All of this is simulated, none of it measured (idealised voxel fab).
voxel local oxidation: a process module
cross-section cut | 270 nm wide | cells 5 nm
We lay out every cross-section as a grid of square cells and spell it out in bands from the top down, where one band means one or more rows of cells. The entry gives the band's vertical extent as a top height and a bottom height in nm, then its horizontal make-up as materials from left to right, each with a width in nm. "empty" stands for empty space; a single material marked "full width" fills the band edge to edge. For the purposes of this specification, 0 denotes the height below which the wafer in its as-received condition is composed wholly of one material, and the lowermost band, lacking a lower limit, extends downward without end, as expressed in "0 down". Think of "30..40" as a width that walks from the first number to the second as you go down the band, top row to bottom row, taking equal-sized steps from row to row. Where the words "no change occurred" appear for a step, the cross-section shows no cell changed by that step; every cell remained as before. Voids not open to the top, 8 cells minimum: see "Entrapped voids". Written width x height at distance; distance is from the left edge; nm. after a step's settings: what the simulator itself notes on the step. A step line may carry the setting "overlay nm", which, for steps involving a mask, states the distance by which the mask lay to the right of its intended position; negative values denote displacement to the left.

So here's the lineup of process steps we planned:
step 1: RECEIVE: material Si
step 2: OXIDIZE: depth nm 5
step 3: CONFORMAL_DEP: material SiN, thk nm 10
step 4: PATTERN: tone cover, mask id ACTIVE, material resist, width nm 125, thk nm 20, overlay nm -15
step 5: DIRECTIONAL_ETCH: etch materials SiN, depth nm 10
step 6: STRIP: etch materials resist
step 7: SELECTIVE_ETCH: etch materials SiO2, depth nm 5
step 8: OXIDIZE: depth nm 15
step 9: STRIP: etch materials SiN
All wafers enter the flow in the same state. The overlay nm at step 4 differs from wafer to wafer, and the plan gives the value for the first wafer.

Cross-section of the first of several received wafers, showing its state after step 1:
0 down: Si full width
Entrapped voids: none

What follows is a table in which each wafer occupies a row; for the wafer as it stands at the close of the module, the row states, material by material, how many cells have been gained (+) or lost (-) since receipt, and then gives its closed voids:
overlay nm -15, -165 Si, +134 SiO2, Entrapped voids: none
overlay nm -10, -165 Si, +134 SiO2, Entrapped voids: none
overlay nm -5, -165 Si, +134 SiO2, Entrapped voids: none
overlay nm 0, -165 Si, +134 SiO2, Entrapped voids: none
overlay nm 5, -165 Si, +134 SiO2, Entrapped voids: none
overlay nm 10, -165 Si, +134 SiO2, Entrapped voids: none
overlay nm 15, -165 Si, +134 SiO2, Entrapped voids: none
